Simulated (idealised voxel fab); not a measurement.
The name of this process module is voxel ribs on slabs.
Square cells of 5 nm make up the cross-section cut, whose width is 270 nm.
Cross-section spec: square-cell grid; bands listed top down; each band is one or more rows. The band entry comprises the height of the band's top followed by the height of its bottom, expressed in nm, and subsequently the band's materials from left to right, each stated together with its width in nm. Where a single material is marked with the word "throughout", that material fills the band from edge to edge. The word "blank" represents empty space. Height is counted from the level 0, under which the received wafer is composed throughout of one material. The lowest of the bands is not closed at the bottom but continues downward, in the notation "0 -> down". So if you see something like "30..40" for the width, read it as the top row of the band sitting at the first number and the bottom row at the second, with every row in between moving by the same amount as the last. You'll sometimes find "nothing was modified" written for a step, and that's the way of saying that nowhere in the cross-section did a cell change during that step. The entry "Voids, sealed" lists the empty spaces that cover at least 8 cells and have no open path to the top. Each is written as width x height at distance, where the distance is measured from the left edge and all three values are in nm. Note: text after step settings on the step line = simulator remark on that step. overlay nm: step with mask; distance mask lay right of planned place; negative value = left of planned place.

### The planned process steps are enumerated hereunder
step 1: RECEIVE,material Si
step 2: DIRECTIONAL_DEP,material SiO2,thk nm 25
step 3: DIRECTIONAL_DEP,material polySi,thk nm 15
step 4: DIRECTIONAL_DEP,material aC,thk nm 15
step 5: PATTERN,tone cover,mask id RIB,material resist,width nm 20,thk nm 30,overlay nm 0
step 6: DIRECTIONAL_ETCH,etch materials aC,depth nm 15
step 7: STRIP,etch materials resist
step 8: DIRECTIONAL_ETCH,etch materials polySi,depth nm 10
step 9: STRIP,etch materials aC
step 10: MASKED_ETCH,tone cover,mask id SLAB,width nm 50,etch materials polySi,depth nm 5,overlay nm 0
step 11: FILL_DEP,material SiO2,thk nm 25
step 12: CMP,height nm 55
step 13: DIRECTIONAL_DEP,material W,thk nm 5
step 14: DIRECTIONAL_DEP,material aC,thk nm 10
step 15: PATTERN,tone cover,mask id HEATER,material resist,width nm 30,thk nm 25,overlay nm 0
step 16: DIRECTIONAL_ETCH,etch materials aC,depth nm 10
step 17: STRIP,etch materials resist
step 18: DIRECTIONAL_ETCH,etch materials W,depth nm 5
step 19: STRIP,etch materials aC
step 20: CONFORMAL_DEP,material SiN,thk nm 10

### Cross-sectional view of the wafer in its as-received condition, corresponding to the state after step 1
	0 -> down: Si throughout
	Voids, sealed: none

### First wafer of two, sectioned at end of module; run went per plan
	70 -> 65: 110 of blank  50 of SiN  110 of blank
	65 -> 60: SiN throughout
	60 -> 55: 120 of SiN  30 of W  120 of SiN
	55 -> 40: SiO2 throughout
	40 -> 30: 125 of SiO2  20 of polySi  125 of SiO2
	30 -> 25: 110 of SiO2  50 of polySi  110 of SiO2
	25 -> 0: SiO2 throughout
	0 -> down: Si throughout
	Voids, sealed: none

### Second wafer cross-section at end of module - shared start and plan with the first, one mistake in the run
	70 -> 65: 105 of blank  60 of SiN  105 of blank
	65 -> 60: SiN throughout
	60 -> 55: 115 of SiN  40 of W  115 of SiN
	55 -> 40: SiO2 throughout
	40 -> 30: 125 of SiO2  20 of polySi  125 of SiO2
	30 -> 25: 110 of SiO2  50 of polySi  110 of SiO2
	25 -> 0: SiO2 throughout
	0 -> down: Si throughout
	Voids, sealed: none
Where did the run depart from the plan? it should be noted that step 15 was executed with settings other than those planned, the operation and settings actually applied being PATTERN,tone cover,mask id HEATER,material resist,width nm 40,thk nm 25,overlay nm 0
Cell-count delta at end, second wafer over first, by material: 2 more of W
